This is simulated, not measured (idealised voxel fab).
Process module heading - voxel self aligned vias
Square cells of 5 nm make up the cross-section cut, whose width is 295 nm.
For the purposes of this document, a cross-section shall be understood as a grid of square cells, specified as bands listed in top-to-bottom order, each band consisting of one or more rows of cells.
In this notation a band is specified by the heights of its top and bottom, in that order and in nm, after which its materials appear from left to right, each paired with its width in nm. The word "throughout" attached to a single material means that material fills the band from edge to edge; the word "empty" stands for empty space.
Convention: height 0 is the level below which the wafer, as received, is all one material. The lowest band does not terminate at the bottom but continues downward, represented as "z 0 and below".
Width spec "30 to 40" -> top row of cells at first value, bottom row at second value, equal per-row change in between.
Basically "no change occurred" means that step didn't change any cell in the cross-section.
"Fully closed voids" enumerates empty spaces isolated from the top, with no open way to it, that contain at least 8 cells, giving each as width x height at distance from the left edge, all three in nm.
It should be noted that, on the line of a given step, the content following the step's settings is a remark produced by the simulator itself with respect to that step.
You can add "overlay nm" to a step's line. For a step with a mask, it describes how far the mask lay to the right of its planned position, and a negative number describes a lay to the left.

Here's what the planned process steps look like
step 1: RECEIVE, material Si
step 2: CONFORMAL_DEP, material SiO2, thk nm 10
step 3: CONFORMAL_DEP, material SiCN, thk nm 5
step 4: DIRECTIONAL_DEP, material lowk, thk nm 30
step 5: DIRECTIONAL_DEP, material aC, thk nm 10
step 6: PATTERN, tone open, mask id LINES, material resist, width nm 20, pitch nm 55, thk nm 25, overlay nm 0
step 7: DIRECTIONAL_ETCH, etch materials aC, depth nm 10
step 8: STRIP, etch materials resist
step 9: DIRECTIONAL_ETCH, etch materials lowk, depth nm 30
step 10: STRIP, etch materials aC
step 11: CONFORMAL_DEP, material TiN, thk nm 5
step 12: FILL_DEP, material Ru, thk nm 5
step 13: CMP, height nm 45
step 14: SELECTIVE_ETCH, etch materials W Ru TiN, depth nm 5
step 15: FILL_DEP, material SiN, thk nm 5
step 16: CMP, height nm 45
step 17: DIRECTIONAL_DEP, material lowk, thk nm 15
step 18: DIRECTIONAL_DEP, material aC, thk nm 15
step 19: PATTERN, tone open, mask id VIAS, material resist, width nm 30, thk nm 30, overlay nm 0
step 20: DIRECTIONAL_ETCH, etch materials aC, depth nm 15
step 21: STRIP, etch materials resist
step 22: DIRECTIONAL_ETCH, etch materials lowk, depth nm 15
step 23: DIRECTIONAL_ETCH, etch materials SiN, depth nm 5
step 24: STRIP, etch materials aC
step 25: CONFORMAL_DEP, material TiN, thk nm 5
step 26: FILL_DEP, material Cu, thk nm 5
step 27: CMP, height nm 60
step 28: CONFORMAL_DEP, material SiN, thk nm 5

First wafer, as planned

As received, after step 1
> z 0 and below = Si throughout
> Fully closed voids: none

Presented here is a cross-section of the wafer after step 2 has been performed
> z 10 to 0 = SiO2 throughout
> Rest of section, below 0: as before.

Presented here is a cross-section of the wafer after step 3 has been performed
> z 15 to 10 = SiCN throughout
> Rest of section, below 10: as before.

Presented here is a cross-section of the wafer after step 4 has been performed
> z 45 to 15 = lowk throughout
> Rest of section, below 15: as before.

Presented here is a cross-section of the wafer after step 5 has been performed
> z 55 to 45 = aC throughout
> Rest of section, below 45: as before.

Presented here is a cross-section of the wafer after step 6 has been performed
> z 80 to 55 = resist 110 nm, then empty 20 nm, then resist 35 nm, then empty 20 nm, then resist 110 nm
> Rest of section, below 55: as before.

Presented here is a cross-section of the wafer after step 7 has been performed
> z 70 to 55 = resist 110 nm, then empty 20 nm, then resist 35 nm, then empty 20 nm, then resist 110 nm
> z 55 to 45 = aC 110 nm, then empty 20 nm, then aC 35 nm, then empty 20 nm, then aC 110 nm
> Rest of section, below 45: as before.

Presented here is a cross-section of the wafer after step 8 has been performed
> z 55 to 45 = aC 110 nm, then empty 20 nm, then aC 35 nm, then empty 20 nm, then aC 110 nm
> Rest of section, below 45: as before.

Presented here is a cross-section of the wafer after step 9 has been performed
> z 55 to 45 = aC 110 nm, then empty 20 nm, then aC 35 nm, then empty 20 nm, then aC 110 nm
> z 45 to 15 = lowk 110 nm, then empty 20 nm, then lowk 35 nm, then empty 20 nm, then lowk 110 nm
> Rest of section, below 15: as before.

Presented here is a cross-section of the wafer after step 10 has been performed
> z 45 to 15 = lowk 110 nm, then empty 20 nm, then lowk 35 nm, then empty 20 nm, then lowk 110 nm
> Rest of section, below 15: as before.

Presented here is a cross-section of the wafer after step 11 has been performed
> z 50 to 45 = TiN 115 nm, then empty 10 nm, then TiN 45 nm, then empty 10 nm, then TiN 115 nm
> z 45 to 20 = lowk 110 nm, then TiN 5 nm, then empty 10 nm, then TiN 5 nm, then lowk 35 nm, then TiN 5 nm, then empty 10 nm, then TiN 5 nm, then lowk 110 nm
> z 20 to 15 = lowk 110 nm, then TiN 20 nm, then lowk 35 nm, then TiN 20 nm, then lowk 110 nm
> Rest of section, below 15: as before.

Presented here is a cross-section of the wafer after step 12 has been performed
> z 55 to 50 = Ru throughout
> z 50 to 45 = TiN 115 nm, then Ru 10 nm, then TiN 45 nm, then Ru 10 nm, then TiN 115 nm
> z 45 to 20 = lowk 110 nm, then TiN 5 nm, then Ru 10 nm, then TiN 5 nm, then lowk 35 nm, then TiN 5 nm, then Ru 10 nm, then TiN 5 nm, then lowk 110 nm
> Rest of section, below 20: as before.

Presented here is a cross-section of the wafer after step 13 has been performed
> z 45 to 20 = lowk 110 nm, then TiN 5 nm, then Ru 10 nm, then TiN 5 nm, then lowk 35 nm, then TiN 5 nm, then Ru 10 nm, then TiN 5 nm, then lowk 110 nm
> Rest of section, below 20: as before.

Presented here is a cross-section of the wafer after step 14 has been performed
> z 45 to 40 = lowk 110 nm, then empty 20 nm, then lowk 35 nm, then empty 20 nm, then lowk 110 nm
> Rest of section, below 40: as before.

Presented here is a cross-section of the wafer after step 15 has been performed
> z 50 to 45 = SiN throughout
> z 45 to 40 = lowk 110 nm, then SiN 20 nm, then lowk 35 nm, then SiN 20 nm, then lowk 110 nm
> Rest of section, below 40: as before.

Presented here is a cross-section of the wafer after step 16 has been performed
> z 45 to 40 = lowk 110 nm, then SiN 20 nm, then lowk 35 nm, then SiN 20 nm, then lowk 110 nm
> Rest of section, below 40: as before.

Presented here is a cross-section of the wafer after step 17 has been performed
> z 60 to 45 = lowk throughout
> Rest of section, below 45: as before.

Presented here is a cross-section of the wafer after step 18 has been performed
> z 75 to 60 = aC throughout
> Rest of section, below 60: as before.

Presented here is a cross-section of the wafer after step 19 has been performed
> z 105 to 75 = resist 105 nm, then empty 30 nm, then resist 160 nm
> Rest of section, below 75: as before.

Presented here is a cross-section of the wafer after step 20 has been performed
> z 90 to 75 = resist 105 nm, then empty 30 nm, then resist 160 nm
> z 75 to 60 = aC 105 nm, then empty 30 nm, then aC 160 nm
> Rest of section, below 60: as before.

Presented here is a cross-section of the wafer after step 21 has been performed
> z 75 to 60 = aC 105 nm, then empty 30 nm, then aC 160 nm
> Rest of section, below 60: as before.

Presented here is a cross-section of the wafer after step 22 has been performed
> z 75 to 60 = aC 105 nm, then empty 30 nm, then aC 160 nm
> z 60 to 45 = lowk 105 nm, then empty 30 nm, then lowk 160 nm
> Rest of section, below 45: as before.

Presented here is a cross-section of the wafer after step 23 has been performed
> z 75 to 60 = aC 105 nm, then empty 30 nm, then aC 160 nm
> z 60 to 45 = lowk 105 nm, then empty 30 nm, then lowk 160 nm
> z 45 to 40 = lowk 110 nm, then empty 20 nm, then lowk 35 nm, then SiN 20 nm, then lowk 110 nm
> Rest of section, below 40: as before.

Presented here is a cross-section of the wafer after step 24 has been performed
> z 60 to 45 = lowk 105 nm, then empty 30 nm, then lowk 160 nm
> Rest of section, below 45: as before.

Presented here is a cross-section of the wafer after step 25 has been performed
> z 65 to 60 = TiN 110 nm, then empty 20 nm, then TiN 165 nm
> z 60 to 50 = lowk 105 nm, then TiN 5 nm, then empty 20 nm, then TiN 5 nm, then lowk 160 nm
> z 50 to 45 = lowk 105 nm, then TiN 10 nm, then empty 10 nm, then TiN 10 nm, then lowk 160 nm
> z 45 to 40 = lowk 110 nm, then TiN 20 nm, then lowk 35 nm, then SiN 20 nm, then lowk 110 nm
> Rest of section, below 40: as before.

Presented here is a cross-section of the wafer after step 26 has been performed
> z 70 to 65 = Cu throughout
> z 65 to 60 = TiN 110 nm, then Cu 20 nm, then TiN 165 nm
> z 60 to 50 = lowk 105 nm, then TiN 5 nm, then Cu 20 nm, then TiN 5 nm, then lowk 160 nm
> z 50 to 45 = lowk 105 nm, then TiN 10 nm, then Cu 10 nm, then TiN 10 nm, then lowk 160 nm
> Rest of section, below 45: as before.

Presented here is a cross-section of the wafer after step 27 has been performed
> z 60 to 50 = lowk 105 nm, then TiN 5 nm, then Cu 20 nm, then TiN 5 nm, then lowk 160 nm
> Rest of section, below 50: as before.

Presented here is a cross-section of the wafer after step 28 has been performed
> z 65 to 60 = SiN throughout
> Rest of section, below 60: as before.

Wafer two of the pair: same origin, same plan, one error during the run; identical to wafer one up to and including step 12

Here is the second wafer in cross-section at the point where step 13 of the plan should have been done
> z 40 to 20 = lowk 110 nm, then TiN 5 nm, then Ru 10 nm, then TiN 5 nm, then lowk 35 nm, then TiN 5 nm, then Ru 10 nm, then TiN 5 nm, then lowk 110 nm
> Rest of section, below 20: as before.

Here is the second wafer in cross-section at the point where step 14 of the plan should have been done
> z 40 to 35 = lowk 110 nm, then empty 20 nm, then lowk 35 nm, then empty 20 nm, then lowk 110 nm
> Rest of section, below 35: as before.

Here is the second wafer in cross-section at the point where step 15 of the plan should have been done
> z 45 to 40 = SiN throughout
> z 40 to 35 = lowk 110 nm, then SiN 20 nm, then lowk 35 nm, then SiN 20 nm, then lowk 110 nm
> Rest of section, below 35: as before.

Here is the second wafer in cross-section at the point where step 16 of the plan should have been done: no change occurred

Here is the second wafer in cross-section at the point where step 17 of the plan should have been done
> z 60 to 45 = lowk throughout
> Rest of section, below 45: as before.

Here is the second wafer in cross-section at the point where step 18 of the plan should have been done
> z 75 to 60 = aC throughout
> Rest of section, below 60: as before.

Here is the second wafer in cross-section at the point where step 19 of the plan should have been done
> z 105 to 75 = resist 105 nm, then empty 30 nm, then resist 160 nm
> Rest of section, below 75: as before.

Here is the second wafer in cross-section at the point where step 20 of the plan should have been done
> z 90 to 75 = resist 105 nm, then empty 30 nm, then resist 160 nm
> z 75 to 60 = aC 105 nm, then empty 30 nm, then aC 160 nm
> Rest of section, below 60: as before.

Here is the second wafer in cross-section at the point where step 21 of the plan should have been done
> z 75 to 60 = aC 105 nm, then empty 30 nm, then aC 160 nm
> Rest of section, below 60: as before.

Here is the second wafer in cross-section at the point where step 22 of the plan should have been done
> z 75 to 60 = aC 105 nm, then empty 30 nm, then aC 160 nm
> z 60 to 45 = lowk 105 nm, then empty 30 nm, then lowk 160 nm
> Rest of section, below 45: as before.

Here is the second wafer in cross-section at the point where step 23 of the plan should have been done
> z 75 to 60 = aC 105 nm, then empty 30 nm, then aC 160 nm
> z 60 to 45 = lowk 105 nm, then empty 30 nm, then lowk 160 nm
> z 45 to 40 = SiN 105 nm, then empty 30 nm, then SiN 160 nm
> Rest of section, below 40: as before.

Here is the second wafer in cross-section at the point where step 24 of the plan should have been done
> z 60 to 45 = lowk 105 nm, then empty 30 nm, then lowk 160 nm
> Rest of section, below 45: as before.

Here is the second wafer in cross-section at the point where step 25 of the plan should have been done
> z 65 to 60 = TiN 110 nm, then empty 20 nm, then TiN 165 nm
> z 60 to 45 = lowk 105 nm, then TiN 5 nm, then empty 20 nm, then TiN 5 nm, then lowk 160 nm
> z 45 to 40 = SiN 105 nm, then TiN 30 nm, then SiN 160 nm
> Rest of section, below 40: as before.

Here is the second wafer in cross-section at the point where step 26 of the plan should have been done
> z 70 to 65 = Cu throughout
> z 65 to 60 = TiN 110 nm, then Cu 20 nm, then TiN 165 nm
> z 60 to 45 = lowk 105 nm, then TiN 5 nm, then Cu 20 nm, then TiN 5 nm, then lowk 160 nm
> Rest of section, below 45: as before.

Here is the second wafer in cross-section at the point where step 27 of the plan should have been done
> z 60 to 45 = lowk 105 nm, then TiN 5 nm, then Cu 20 nm, then TiN 5 nm, then lowk 160 nm
> Rest of section, below 45: as before.

Here is the second wafer in cross-section at the point where step 28 of the plan should have been done
> z 65 to 60 = SiN throughout
> Rest of section, below 60: as before.
Which mistake was made when the wafer was run? step 13 was processed under conditions differing from the plan, specifically as CMP, height nm 40
Upon completion, the second wafer contains, in terms of cells, a greater or smaller amount of certain materials than the first wafer: Cu: 2 more | Ru: 4 fewer | SiN: 57 more | TiN: 4 fewer | lowk: 51 fewer
